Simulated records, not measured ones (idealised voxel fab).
Proc. module: voxel wiring stack
Displayed cross-section: cut, width of 220 nm, square cells sized 5 nm.
In this document a cross-section is written as a grid of square cells. It is given as a series of bands, listed from the top down, and a band is one or more rows of cells. Read a band's entry like this: the first values are the height of its top and the height of its bottom in nm, and what follows is the sequence of materials from left to right, each with its width in nm. Note that "blank" is empty space, and that a single material marked "throughout" reaches across the band from edge to edge. It should be noted that heights are counted from 0, beneath which the wafer as supplied is of one material throughout, and that the lowest band possesses no lower boundary but continues downward, as written in "0..down". Width: "30 to 40" (first number = top row, second number = bottom row, same change from row to row of cells). No cell of the cross-section changed in a step that is given as "nothing different". So "Enclosed void list" is basically the list of trapped voids: any empty space of 8 cells or more that can't reach the top through an opening. They're written width x height at distance, the distance being from the left edge, and it's all nm. Heads up: the bit after the settings on a step's line is the simulator's remark on that step. A step's line can hold "overlay nm"; with a mask on that step, the setting says how far right of the planned place the mask lay, while a negative setting says it lay to the left.

**Planned process steps**
1,RECEIVE | material Si
2,CONFORMAL_DEP | material SiO2 | thk nm 15
3,CONFORMAL_DEP | material SiN | thk nm 5
4,DIRECTIONAL_DEP | material SiO2 | thk nm 25
5,DIRECTIONAL_DEP | material aC | thk nm 15
6,PATTERN | tone open | mask id METAL_1 | material resist | width nm 20 | pitch nm 45 | thk nm 35 | overlay nm 0
7,DIRECTIONAL_ETCH | etch materials aC | depth nm 15
8,STRIP | etch materials resist
9,DIRECTIONAL_ETCH | etch materials SiO2 | depth nm 25
10,DIRECTIONAL_ETCH | etch materials SiN | depth nm 5
11,STRIP | etch materials aC
12,CONFORMAL_DEP | material TiN | thk nm 5
13,FILL_DEP | material Ru | thk nm 10
14,CMP | height nm 45
15,EPI | material Ru | thk nm 5
16,FILL_DEP | material SiCN | thk nm 5
17,DIRECTIONAL_DEP | material lowk | thk nm 10
18,PATTERN | tone open | mask id PLUG_1 | material resist | width nm 15 | pitch nm 90 | thk nm 15 | overlay nm 0
19,DIRECTIONAL_ETCH | etch materials lowk | depth nm 10
20,DIRECTIONAL_ETCH | etch materials SiCN | depth nm 5
21,STRIP | etch materials resist
22,EPI | material Ru | thk nm 10
23,EPI | material Ru | thk nm 5
24,DIRECTIONAL_DEP | material TiN | thk nm 5
25,DIRECTIONAL_DEP | material Ru | thk nm 20
26,DIRECTIONAL_DEP | material aC | thk nm 10
27,PATTERN | tone cover | mask id METAL_2 | material resist | width nm 20 | pitch nm 45 | thk nm 30 | overlay nm 0
28,DIRECTIONAL_ETCH | etch materials aC | depth nm 10
29,STRIP | etch materials resist
30,DIRECTIONAL_ETCH | etch materials Ru | depth nm 20
31,DIRECTIONAL_ETCH | etch materials TiN | depth nm 5
32,STRIP | etch materials aC
33,CONFORMAL_DEP | material SiN | thk nm 5
34,FILL_DEP | material lowk | thk nm 10
35,CMP | height nm 90
36,CONFORMAL_DEP | material SiCN | thk nm 5
37,DIRECTIONAL_DEP | material SiO2 | thk nm 10
38,PATTERN | tone open | mask id PLUG_2 | material resist | width nm 15 | pitch nm 90 | thk nm 20 | overlay nm 0
39,DIRECTIONAL_ETCH | etch materials SiO2 | depth nm 10
40,DIRECTIONAL_ETCH | etch materials SiCN | depth nm 5
41,STRIP | etch materials resist
42,EPI | material Ru | thk nm 10
43,EPI | material Ru | thk nm 5
44,CONFORMAL_DEP | material SiCN | thk nm 5
45,DIRECTIONAL_DEP | material lowk | thk nm 25
46,MASKED_ETCH | tone open | mask id METAL_3 | width nm 20 | pitch nm 45 | etch materials lowk | depth nm 25 | overlay nm 0
47,MASKED_ETCH | tone open | mask id METAL_3 | width nm 20 | pitch nm 45 | etch materials SiCN | depth nm 5 | overlay nm 0
48,CONFORMAL_DEP | material TiN | thk nm 5
49,FILL_DEP | material Ru | thk nm 5
50,CMP | height nm 135
51,CONFORMAL_DEP | material SiCN | thk nm 5

**The first wafer of two, processed as planned**

**Cross-section, incoming material, after step 1**
	0..down: Si throughout
	Enclosed void list: none

**State of the wafer after step 2, shown in cross-section**
	15..0: SiO2 throughout
	below 0: unchanged

**State of the wafer after step 3, shown in cross-section**
	20..15: SiN throughout
	below 15: unchanged

**State of the wafer after step 4, shown in cross-section**
	45..20: SiO2 throughout
	below 20: unchanged

**State of the wafer after step 5, shown in cross-section**
	60..45: aC throughout
	below 45: unchanged

**State of the wafer after step 6, shown in cross-section**
	95..60: 30 of resist, then 20 of blank, then 25 of resist, then 20 of blank, then 25 of resist, then 20 of blank, then 25 of resist, then 20 of blank, then 35 of resist
	below 60: unchanged

**State of the wafer after step 7, shown in cross-section**
	80..60: 30 of resist, then 20 of blank, then 25 of resist, then 20 of blank, then 25 of resist, then 20 of blank, then 25 of resist, then 20 of blank, then 35 of resist
	60..45: 30 of aC, then 20 of blank, then 25 of aC, then 20 of blank, then 25 of aC, then 20 of blank, then 25 of aC, then 20 of blank, then 35 of aC
	below 45: unchanged

**State of the wafer after step 8, shown in cross-section**
	60..45: 30 of aC, then 20 of blank, then 25 of aC, then 20 of blank, then 25 of aC, then 20 of blank, then 25 of aC, then 20 of blank, then 35 of aC
	below 45: unchanged

**State of the wafer after step 9, shown in cross-section**
	60..45: 30 of aC, then 20 of blank, then 25 of aC, then 20 of blank, then 25 of aC, then 20 of blank, then 25 of aC, then 20 of blank, then 35 of aC
	45..20: 30 of SiO2, then 20 of blank, then 25 of SiO2, then 20 of blank, then 25 of SiO2, then 20 of blank, then 25 of SiO2, then 20 of blank, then 35 of SiO2
	below 20: unchanged

**State of the wafer after step 10, shown in cross-section**
	60..45: 30 of aC, then 20 of blank, then 25 of aC, then 20 of blank, then 25 of aC, then 20 of blank, then 25 of aC, then 20 of blank, then 35 of aC
	45..20: 30 of SiO2, then 20 of blank, then 25 of SiO2, then 20 of blank, then 25 of SiO2, then 20 of blank, then 25 of SiO2, then 20 of blank, then 35 of SiO2
	20..15: 30 of SiN, then 20 of blank, then 25 of SiN, then 20 of blank, then 25 of SiN, then 20 of blank, then 25 of SiN, then 20 of blank, then 35 of SiN
	below 15: unchanged

**State of the wafer after step 11, shown in cross-section**
	45..20: 30 of SiO2, then 20 of blank, then 25 of SiO2, then 20 of blank, then 25 of SiO2, then 20 of blank, then 25 of SiO2, then 20 of blank, then 35 of SiO2
	below 20: unchanged

**State of the wafer after step 12, shown in cross-section**
	50..45: 35 of TiN, then 10 of blank, then 35 of TiN, then 10 of blank, then 35 of TiN, then 10 of blank, then 35 of TiN, then 10 of blank, then 40 of TiN
	45..20: 30 of SiO2, then 5 of TiN, then 10 of blank, then 5 of TiN, then 25 of SiO2, then 5 of TiN, then 10 of blank, then 5 of TiN, then 25 of SiO2, then 5 of TiN, then 10 of blank, then 5 of TiN, then 25 of SiO2, then 5 of TiN, then 10 of blank, then 5 of TiN, then 35 of SiO2
	20..15: 30 of SiN, then 20 of TiN, then 25 of SiN, then 20 of TiN, then 25 of SiN, then 20 of TiN, then 25 of SiN, then 20 of TiN, then 35 of SiN
	below 15: unchanged

**State of the wafer after step 13, shown in cross-section**
	60..50: Ru throughout
	50..45: 35 of TiN, then 10 of Ru, then 35 of TiN, then 10 of Ru, then 35 of TiN, then 10 of Ru, then 35 of TiN, then 10 of Ru, then 40 of TiN
	45..20: 30 of SiO2, then 5 of TiN, then 10 of Ru, then 5 of TiN, then 25 of SiO2, then 5 of TiN, then 10 of Ru, then 5 of TiN, then 25 of SiO2, then 5 of TiN, then 10 of Ru, then 5 of TiN, then 25 of SiO2, then 5 of TiN, then 10 of Ru, then 5 of TiN, then 35 of SiO2
	below 20: unchanged

**State of the wafer after step 14, shown in cross-section**
	45..20: 30 of SiO2, then 5 of TiN, then 10 of Ru, then 5 of TiN, then 25 of SiO2, then 5 of TiN, then 10 of Ru, then 5 of TiN, then 25 of SiO2, then 5 of TiN, then 10 of Ru, then 5 of TiN, then 25 of SiO2, then 5 of TiN, then 10 of Ru, then 5 of TiN, then 35 of SiO2
	below 20: unchanged

**State of the wafer after step 15, shown in cross-section**
	50..45: 25 of blank, then 30 of Ru, then 15 of blank, then 30 of Ru, then 15 of blank, then 30 of Ru, then 15 of blank, then 30 of Ru, then 30 of blank
	below 45: unchanged

**State of the wafer after step 16, shown in cross-section**
	55..50: SiCN throughout
	50..45: 25 of SiCN, then 30 of Ru, then 15 of SiCN, then 30 of Ru, then 15 of SiCN, then 30 of Ru, then 15 of SiCN, then 30 of Ru, then 30 of SiCN
	below 45: unchanged

**State of the wafer after step 17, shown in cross-section**
	65..55: lowk throughout
	below 55: unchanged

**State of the wafer after step 18, shown in cross-section**
	80..65: 30 of resist, then 15 of blank, then 75 of resist, then 15 of blank, then 85 of resist
	below 65: unchanged

**State of the wafer after step 19, shown in cross-section**
	80..65: 30 of resist, then 15 of blank, then 75 of resist, then 15 of blank, then 85 of resist
	65..55: 30 of lowk, then 15 of blank, then 75 of lowk, then 15 of blank, then 85 of lowk
	below 55: unchanged

**State of the wafer after step 20, shown in cross-section**
	80..65: 30 of resist, then 15 of blank, then 75 of resist, then 15 of blank, then 85 of resist
	65..55: 30 of lowk, then 15 of blank, then 75 of lowk, then 15 of blank, then 85 of lowk
	55..50: 30 of SiCN, then 15 of blank, then 75 of SiCN, then 15 of blank, then 85 of SiCN
	below 50: unchanged

**State of the wafer after step 21, shown in cross-section**
	65..55: 30 of lowk, then 15 of blank, then 75 of lowk, then 15 of blank, then 85 of lowk
	below 55: unchanged

**State of the wafer after step 22, shown in cross-section**
	65..60: 30 of lowk, then 15 of blank, then 75 of lowk, then 15 of blank, then 85 of lowk
	60..55: 30 of lowk, then 15 of Ru, then 75 of lowk, then 15 of Ru, then 85 of lowk
	55..50: 30 of SiCN, then 15 of Ru, then 75 of SiCN, then 15 of Ru, then 85 of SiCN
	below 50: unchanged

**State of the wafer after step 23, shown in cross-section**
	65..55: 30 of lowk, then 15 of Ru, then 75 of lowk, then 15 of Ru, then 85 of lowk
	below 55: unchanged

**State of the wafer after step 24, shown in cross-section**
	70..65: TiN throughout
	below 65: unchanged

**State of the wafer after step 25, shown in cross-section**
	90..70: Ru throughout
	below 70: unchanged

**State of the wafer after step 26, shown in cross-section**
	100..90: aC throughout
	below 90: unchanged

**State of the wafer after step 27, shown in cross-section**
	130..100: 30 of blank, then 20 of resist, then 25 of blank, then 20 of resist, then 25 of blank, then 20 of resist, then 25 of blank, then 20 of resist, then 35 of blank
	below 100: unchanged

**State of the wafer after step 28, shown in cross-section**
	120..100: 30 of blank, then 20 of resist, then 25 of blank, then 20 of resist, then 25 of blank, then 20 of resist, then 25 of blank, then 20 of resist, then 35 of blank
	100..90: 30 of blank, then 20 of aC, then 25 of blank, then 20 of aC, then 25 of blank, then 20 of aC, then 25 of blank, then 20 of aC, then 35 of blank
	below 90: unchanged

**State of the wafer after step 29, shown in cross-section**
	100..90: 30 of blank, then 20 of aC, then 25 of blank, then 20 of aC, then 25 of blank, then 20 of aC, then 25 of blank, then 20 of aC, then 35 of blank
	below 90: unchanged

**State of the wafer after step 30, shown in cross-section**
	100..90: 30 of blank, then 20 of aC, then 25 of blank, then 20 of aC, then 25 of blank, then 20 of aC, then 25 of blank, then 20 of aC, then 35 of blank
	90..70: 30 of blank, then 20 of Ru, then 25 of blank, then 20 of Ru, then 25 of blank, then 20 of Ru, then 25 of blank, then 20 of Ru, then 35 of blank
	below 70: unchanged

**State of the wafer after step 31, shown in cross-section**
	100..90: 30 of blank, then 20 of aC, then 25 of blank, then 20 of aC, then 25 of blank, then 20 of aC, then 25 of blank, then 20 of aC, then 35 of blank
	90..70: 30 of blank, then 20 of Ru, then 25 of blank, then 20 of Ru, then 25 of blank, then 20 of Ru, then 25 of blank, then 20 of Ru, then 35 of blank
	70..65: 30 of blank, then 20 of TiN, then 25 of blank, then 20 of TiN, then 25 of blank, then 20 of TiN, then 25 of blank, then 20 of TiN, then 35 of blank
	below 65: unchanged

**State of the wafer after step 32, shown in cross-section**
	90..70: 30 of blank, then 20 of Ru, then 25 of blank, then 20 of Ru, then 25 of blank, then 20 of Ru, then 25 of blank, then 20 of Ru, then 35 of blank
	below 70: unchanged

**State of the wafer after step 33, shown in cross-section**
	95..90: 25 of blank, then 30 of SiN, then 15 of blank, then 30 of SiN, then 15 of blank, then 30 of SiN, then 15 of blank, then 30 of SiN, then 30 of blank
	90..70: 25 of blank, then 5 of SiN, then 20 of Ru, then 5 of SiN, then 15 of blank, then 5 of SiN, then 20 of Ru, then 5 of SiN, then 15 of blank, then 5 of SiN, then 20 of Ru, then 5 of SiN, then 15 of blank, then 5 of SiN, then 20 of Ru, then 5 of SiN, then 30 of blank
	70..65: 30 of SiN, then 20 of TiN, then 25 of SiN, then 20 of TiN, then 25 of SiN, then 20 of TiN, then 25 of SiN, then 20 of TiN, then 35 of SiN
	below 65: unchanged

**State of the wafer after step 34, shown in cross-section**
	105..95: lowk throughout
	95..90: 25 of lowk, then 30 of SiN, then 15 of lowk, then 30 of SiN, then 15 of lowk, then 30 of SiN, then 15 of lowk, then 30 of SiN, then 30 of lowk
	90..70: 25 of lowk, then 5 of SiN, then 20 of Ru, then 5 of SiN, then 15 of lowk, then 5 of SiN, then 20 of Ru, then 5 of SiN, then 15 of lowk, then 5 of SiN, then 20 of Ru, then 5 of SiN, then 15 of lowk, then 5 of SiN, then 20 of Ru, then 5 of SiN, then 30 of lowk
	below 70: unchanged

**State of the wafer after step 35, shown in cross-section**
	90..70: 25 of lowk, then 5 of SiN, then 20 of Ru, then 5 of SiN, then 15 of lowk, then 5 of SiN, then 20 of Ru, then 5 of SiN, then 15 of lowk, then 5 of SiN, then 20 of Ru, then 5 of SiN, then 15 of lowk, then 5 of SiN, then 20 of Ru, then 5 of SiN, then 30 of lowk
	below 70: unchanged

**State of the wafer after step 36, shown in cross-section**
	95..90: SiCN throughout
	below 90: unchanged

**State of the wafer after step 37, shown in cross-section**
	105..95: SiO2 throughout
	below 95: unchanged

**State of the wafer after step 38, shown in cross-section**
	125..105: 30 of resist, then 15 of blank, then 75 of resist, then 15 of blank, then 85 of resist
	below 105: unchanged

**State of the wafer after step 39, shown in cross-section**
	125..105: 30 of resist, then 15 of blank, then 75 of resist, then 15 of blank, then 85 of resist
	105..95: 30 of SiO2, then 15 of blank, then 75 of SiO2, then 15 of blank, then 85 of SiO2
	below 95: unchanged

**State of the wafer after step 40, shown in cross-section**
	125..105: 30 of resist, then 15 of blank, then 75 of resist, then 15 of blank, then 85 of resist
	105..95: 30 of SiO2, then 15 of blank, then 75 of SiO2, then 15 of blank, then 85 of SiO2
	95..90: 30 of SiCN, then 15 of blank, then 75 of SiCN, then 15 of blank, then 85 of SiCN
	below 90: unchanged

**State of the wafer after step 41, shown in cross-section**
	105..95: 30 of SiO2, then 15 of blank, then 75 of SiO2, then 15 of blank, then 85 of SiO2
	below 95: unchanged

**State of the wafer after step 42, shown in cross-section**
	105..100: 30 of SiO2, then 15 of blank, then 75 of SiO2, then 15 of blank, then 85 of SiO2
	100..95: 30 of SiO2, then 15 of Ru, then 75 of SiO2, then 15 of Ru, then 85 of SiO2
	95..90: 30 of SiCN, then 15 of Ru, then 75 of SiCN, then 15 of Ru, then 85 of SiCN
	below 90: unchanged

**State of the wafer after step 43, shown in cross-section**
	105..95: 30 of SiO2, then 15 of Ru, then 75 of SiO2, then 15 of Ru, then 85 of SiO2
	below 95: unchanged

**State of the wafer after step 44, shown in cross-section**
	110..105: SiCN throughout
	below 105: unchanged

**State of the wafer after step 45, shown in cross-section**
	135..110: lowk throughout
	below 110: unchanged

**State of the wafer after step 46, shown in cross-section**
	135..110: 30 of lowk, then 20 of blank, then 25 of lowk, then 20 of blank, then 25 of lowk, then 20 of blank, then 25 of lowk, then 20 of blank, then 35 of lowk
	below 110: unchanged

**State of the wafer after step 47, shown in cross-section**
	135..110: 30 of lowk, then 20 of blank, then 25 of lowk, then 20 of blank, then 25 of lowk, then 20 of blank, then 25 of lowk, then 20 of blank, then 35 of lowk
	110..105: 30 of SiCN, then 20 of blank, then 25 of SiCN, then 20 of blank, then 25 of SiCN, then 20 of blank, then 25 of SiCN, then 20 of blank, then 35 of SiCN
	below 105: unchanged

**State of the wafer after step 48, shown in cross-section**
	140..135: 35 of TiN, then 10 of blank, then 35 of TiN, then 10 of blank, then 35 of TiN, then 10 of blank, then 35 of TiN, then 10 of blank, then 40 of TiN
	135..110: 30 of lowk, then 5 of TiN, then 10 of blank, then 5 of TiN, then 25 of lowk, then 5 of TiN, then 10 of blank, then 5 of TiN, then 25 of lowk, then 5 of TiN, then 10 of blank, then 5 of TiN, then 25 of lowk, then 5 of TiN, then 10 of blank, then 5 of TiN, then 35 of lowk
	110..105: 30 of SiCN, then 20 of TiN, then 25 of SiCN, then 20 of TiN, then 25 of SiCN, then 20 of TiN, then 25 of SiCN, then 20 of TiN, then 35 of SiCN
	below 105: unchanged

**State of the wafer after step 49, shown in cross-section**
	145..140: Ru throughout
	140..135: 35 of TiN, then 10 of Ru, then 35 of TiN, then 10 of Ru, then 35 of TiN, then 10 of Ru, then 35 of TiN, then 10 of Ru, then 40 of TiN
	135..110: 30 of lowk, then 5 of TiN, then 10 of Ru, then 5 of TiN, then 25 of lowk, then 5 of TiN, then 10 of Ru, then 5 of TiN, then 25 of lowk, then 5 of TiN, then 10 of Ru, then 5 of TiN, then 25 of lowk, then 5 of TiN, then 10 of Ru, then 5 of TiN, then 35 of lowk
	below 110: unchanged

**State of the wafer after step 50, shown in cross-section**
	135..110: 30 of lowk, then 5 of TiN, then 10 of Ru, then 5 of TiN, then 25 of lowk, then 5 of TiN, then 10 of Ru, then 5 of TiN, then 25 of lowk, then 5 of TiN, then 10 of Ru, then 5 of TiN, then 25 of lowk, then 5 of TiN, then 10 of Ru, then 5 of TiN, then 35 of lowk
	below 110: unchanged

**State of the wafer after step 51, shown in cross-section**
	140..135: SiCN throughout
	below 135: unchanged

**Now the other wafer: same start, same recipe, but we messed up one thing when running it. Up to and including step 17 it's the same as the first one**

Cross-section, second wafer, at the end time the plan gives for step 18: nothing different

**Cross-section, second wafer, at the end time the plan gives for step 19**
	55..50: SiCN throughout
	below 50: unchanged

**Cross-section, second wafer, at the end time the plan gives for step 20**
	50..45: 25 of SiCN, then 30 of Ru, then 15 of SiCN, then 30 of Ru, then 15 of SiCN, then 30 of Ru, then 15 of SiCN, then 30 of Ru, then 30 of SiCN
	below 45: unchanged

Cross-section, second wafer, at the end time the plan gives for step 21: nothing different

**Cross-section, second wafer, at the end time the plan gives for step 22**
	60..50: 15 of blank, then 185 of Ru, then 20 of blank
	below 50: unchanged

**Cross-section, second wafer, at the end time the plan gives for step 23**
	65..50: 10 of blank, then 195 of Ru, then 15 of blank
	below 50: unchanged

**Cross-section, second wafer, at the end time the plan gives for step 24**
	70..65: 10 of blank, then 195 of TiN, then 15 of blank
	65..55: 10 of blank, then 195 of Ru, then 15 of blank
	55..50: 10 of TiN, then 195 of Ru, then 15 of TiN
	below 50: unchanged

**Cross-section, second wafer, at the end time the plan gives for step 25**
	90..75: 10 of blank, then 195 of Ru, then 15 of blank
	75..70: Ru throughout
	70..65: 10 of Ru, then 195 of TiN, then 15 of Ru
	65..55: Ru throughout
	below 55: unchanged

**Cross-section, second wafer, at the end time the plan gives for step 26**
	100..90: 10 of blank, then 195 of aC, then 15 of blank
	90..85: 10 of blank, then 195 of Ru, then 15 of blank
	85..75: 10 of aC, then 195 of Ru, then 15 of aC
	below 75: unchanged

**Cross-section, second wafer, at the end time the plan gives for step 27**
	130..100: 30 of blank, then 20 of resist, then 25 of blank, then 20 of resist, then 25 of blank, then 20 of resist, then 25 of blank, then 20 of resist, then 35 of blank
	below 100: unchanged

**Cross-section, second wafer, at the end time the plan gives for step 28**
	120..100: 30 of blank, then 20 of resist, then 25 of blank, then 20 of resist, then 25 of blank, then 20 of resist, then 25 of blank, then 20 of resist, then 35 of blank
	100..90: 30 of blank, then 20 of aC, then 25 of blank, then 20 of aC, then 25 of blank, then 20 of aC, then 25 of blank, then 20 of aC, then 35 of blank
	90..75: 10 of blank, then 195 of Ru, then 15 of blank
	below 75: unchanged

**Cross-section, second wafer, at the end time the plan gives for step 29**
	100..90: 30 of blank, then 20 of aC, then 25 of blank, then 20 of aC, then 25 of blank, then 20 of aC, then 25 of blank, then 20 of aC, then 35 of blank
	below 90: unchanged

**Cross-section, second wafer, at the end time the plan gives for step 30**
	100..90: 30 of blank, then 20 of aC, then 25 of blank, then 20 of aC, then 25 of blank, then 20 of aC, then 25 of blank, then 20 of aC, then 35 of blank
	90..70: 30 of blank, then 20 of Ru, then 25 of blank, then 20 of Ru, then 25 of blank, then 20 of Ru, then 25 of blank, then 20 of Ru, then 35 of blank
	70..65: 10 of blank, then 195 of TiN, then 15 of blank
	65..55: 10 of blank, then 195 of Ru, then 15 of blank
	below 55: unchanged

**Cross-section, second wafer, at the end time the plan gives for step 31**
	100..90: 30 of blank, then 20 of aC, then 25 of blank, then 20 of aC, then 25 of blank, then 20 of aC, then 25 of blank, then 20 of aC, then 35 of blank
	90..70: 30 of blank, then 20 of Ru, then 25 of blank, then 20 of Ru, then 25 of blank, then 20 of Ru, then 25 of blank, then 20 of Ru, then 35 of blank
	70..65: 30 of blank, then 20 of TiN, then 25 of blank, then 20 of TiN, then 25 of blank, then 20 of TiN, then 25 of blank, then 20 of TiN, then 35 of blank
	65..50: 10 of blank, then 195 of Ru, then 15 of blank
	below 50: unchanged

**Cross-section, second wafer, at the end time the plan gives for step 32**
	90..70: 30 of blank, then 20 of Ru, then 25 of blank, then 20 of Ru, then 25 of blank, then 20 of Ru, then 25 of blank, then 20 of Ru, then 35 of blank
	below 70: unchanged

**Cross-section, second wafer, at the end time the plan gives for step 33**
	95..90: 25 of blank, then 30 of SiN, then 15 of blank, then 30 of SiN, then 15 of blank, then 30 of SiN, then 15 of blank, then 30 of SiN, then 30 of blank
	90..70: 25 of blank, then 5 of SiN, then 20 of Ru, then 5 of SiN, then 15 of blank, then 5 of SiN, then 20 of Ru, then 5 of SiN, then 15 of blank, then 5 of SiN, then 20 of Ru, then 5 of SiN, then 15 of blank, then 5 of SiN, then 20 of Ru, then 5 of SiN, then 30 of blank
	70..65: 5 of blank, then 25 of SiN, then 20 of TiN, then 25 of SiN, then 20 of TiN, then 25 of SiN, then 20 of TiN, then 25 of SiN, then 20 of TiN, then 25 of SiN, then 10 of blank
	65..55: 5 of blank, then 5 of SiN, then 195 of Ru, then 5 of SiN, then 10 of blank
	55..50: 10 of SiN, then 195 of Ru, then 15 of SiN
	below 50: unchanged

**Cross-section, second wafer, at the end time the plan gives for step 34**
	105..95: lowk throughout
	95..90: 25 of lowk, then 30 of SiN, then 15 of lowk, then 30 of SiN, then 15 of lowk, then 30 of SiN, then 15 of lowk, then 30 of SiN, then 30 of lowk
	90..70: 25 of lowk, then 5 of SiN, then 20 of Ru, then 5 of SiN, then 15 of lowk, then 5 of SiN, then 20 of Ru, then 5 of SiN, then 15 of lowk, then 5 of SiN, then 20 of Ru, then 5 of SiN, then 15 of lowk, then 5 of SiN, then 20 of Ru, then 5 of SiN, then 30 of lowk
	70..65: 5 of lowk, then 25 of SiN, then 20 of TiN, then 25 of SiN, then 20 of TiN, then 25 of SiN, then 20 of TiN, then 25 of SiN, then 20 of TiN, then 25 of SiN, then 10 of lowk
	65..55: 5 of lowk, then 5 of SiN, then 195 of Ru, then 5 of SiN, then 10 of lowk
	below 55: unchanged

**Cross-section, second wafer, at the end time the plan gives for step 35**
	90..70: 25 of lowk, then 5 of SiN, then 20 of Ru, then 5 of SiN, then 15 of lowk, then 5 of SiN, then 20 of Ru, then 5 of SiN, then 15 of lowk, then 5 of SiN, then 20 of Ru, then 5 of SiN, then 15 of lowk, then 5 of SiN, then 20 of Ru, then 5 of SiN, then 30 of lowk
	below 70: unchanged

**Cross-section, second wafer, at the end time the plan gives for step 36**
	95..90: SiCN throughout
	below 90: unchanged

**Cross-section, second wafer, at the end time the plan gives for step 37**
	105..95: SiO2 throughout
	below 95: unchanged

**Cross-section, second wafer, at the end time the plan gives for step 38**
	125..105: 30 of resist, then 15 of blank, then 75 of resist, then 15 of blank, then 85 of resist
	below 105: unchanged

**Cross-section, second wafer, at the end time the plan gives for step 39**
	125..105: 30 of resist, then 15 of blank, then 75 of resist, then 15 of blank, then 85 of resist
	105..95: 30 of SiO2, then 15 of blank, then 75 of SiO2, then 15 of blank, then 85 of SiO2
	below 95: unchanged

**Cross-section, second wafer, at the end time the plan gives for step 40**
	125..105: 30 of resist, then 15 of blank, then 75 of resist, then 15 of blank, then 85 of resist
	105..95: 30 of SiO2, then 15 of blank, then 75 of SiO2, then 15 of blank, then 85 of SiO2
	95..90: 30 of SiCN, then 15 of blank, then 75 of SiCN, then 15 of blank, then 85 of SiCN
	below 90: unchanged

**Cross-section, second wafer, at the end time the plan gives for step 41**
	105..95: 30 of SiO2, then 15 of blank, then 75 of SiO2, then 15 of blank, then 85 of SiO2
	below 95: unchanged

**Cross-section, second wafer, at the end time the plan gives for step 42**
	105..100: 30 of SiO2, then 15 of blank, then 75 of SiO2, then 15 of blank, then 85 of SiO2
	100..95: 30 of SiO2, then 15 of Ru, then 75 of SiO2, then 15 of Ru, then 85 of SiO2
	95..90: 30 of SiCN, then 15 of Ru, then 75 of SiCN, then 15 of Ru, then 85 of SiCN
	below 90: unchanged

**Cross-section, second wafer, at the end time the plan gives for step 43**
	105..95: 30 of SiO2, then 15 of Ru, then 75 of SiO2, then 15 of Ru, then 85 of SiO2
	below 95: unchanged

**Cross-section, second wafer, at the end time the plan gives for step 44**
	110..105: SiCN throughout
	below 105: unchanged

**Cross-section, second wafer, at the end time the plan gives for step 45**
	135..110: lowk throughout
	below 110: unchanged

**Cross-section, second wafer, at the end time the plan gives for step 46**
	135..110: 30 of lowk, then 20 of blank, then 25 of lowk, then 20 of blank, then 25 of lowk, then 20 of blank, then 25 of lowk, then 20 of blank, then 35 of lowk
	below 110: unchanged

**Cross-section, second wafer, at the end time the plan gives for step 47**
	135..110: 30 of lowk, then 20 of blank, then 25 of lowk, then 20 of blank, then 25 of lowk, then 20 of blank, then 25 of lowk, then 20 of blank, then 35 of lowk
	110..105: 30 of SiCN, then 20 of blank, then 25 of SiCN, then 20 of blank, then 25 of SiCN, then 20 of blank, then 25 of SiCN, then 20 of blank, then 35 of SiCN
	below 105: unchanged

**Cross-section, second wafer, at the end time the plan gives for step 48**
	140..135: 35 of TiN, then 10 of blank, then 35 of TiN, then 10 of blank, then 35 of TiN, then 10 of blank, then 35 of TiN, then 10 of blank, then 40 of TiN
	135..110: 30 of lowk, then 5 of TiN, then 10 of blank, then 5 of TiN, then 25 of lowk, then 5 of TiN, then 10 of blank, then 5 of TiN, then 25 of lowk, then 5 of TiN, then 10 of blank, then 5 of TiN, then 25 of lowk, then 5 of TiN, then 10 of blank, then 5 of TiN, then 35 of lowk
	110..105: 30 of SiCN, then 20 of TiN, then 25 of SiCN, then 20 of TiN, then 25 of SiCN, then 20 of TiN, then 25 of SiCN, then 20 of TiN, then 35 of SiCN
	below 105: unchanged

**Cross-section, second wafer, at the end time the plan gives for step 49**
	145..140: Ru throughout
	140..135: 35 of TiN, then 10 of Ru, then 35 of TiN, then 10 of Ru, then 35 of TiN, then 10 of Ru, then 35 of TiN, then 10 of Ru, then 40 of TiN
	135..110: 30 of lowk, then 5 of TiN, then 10 of Ru, then 5 of TiN, then 25 of lowk, then 5 of TiN, then 10 of Ru, then 5 of TiN, then 25 of lowk, then 5 of TiN, then 10 of Ru, then 5 of TiN, then 25 of lowk, then 5 of TiN, then 10 of Ru, then 5 of TiN, then 35 of lowk
	below 110: unchanged

**Cross-section, second wafer, at the end time the plan gives for step 50**
	135..110: 30 of lowk, then 5 of TiN, then 10 of Ru, then 5 of TiN, then 25 of lowk, then 5 of TiN, then 10 of Ru, then 5 of TiN, then 25 of lowk, then 5 of TiN, then 10 of Ru, then 5 of TiN, then 25 of lowk, then 5 of TiN, then 10 of Ru, then 5 of TiN, then 35 of lowk
	below 110: unchanged

**Cross-section, second wafer, at the end time the plan gives for step 51**
	140..135: SiCN throughout
	below 135: unchanged
The plan and the run diverged here: step 18 of the plan was excluded from execution and never run
FYI, end of process, the second wafer has more or fewer cells of some materials than the first: +99 Ru, -38 SiCN, +6 SiN, -67 lowk
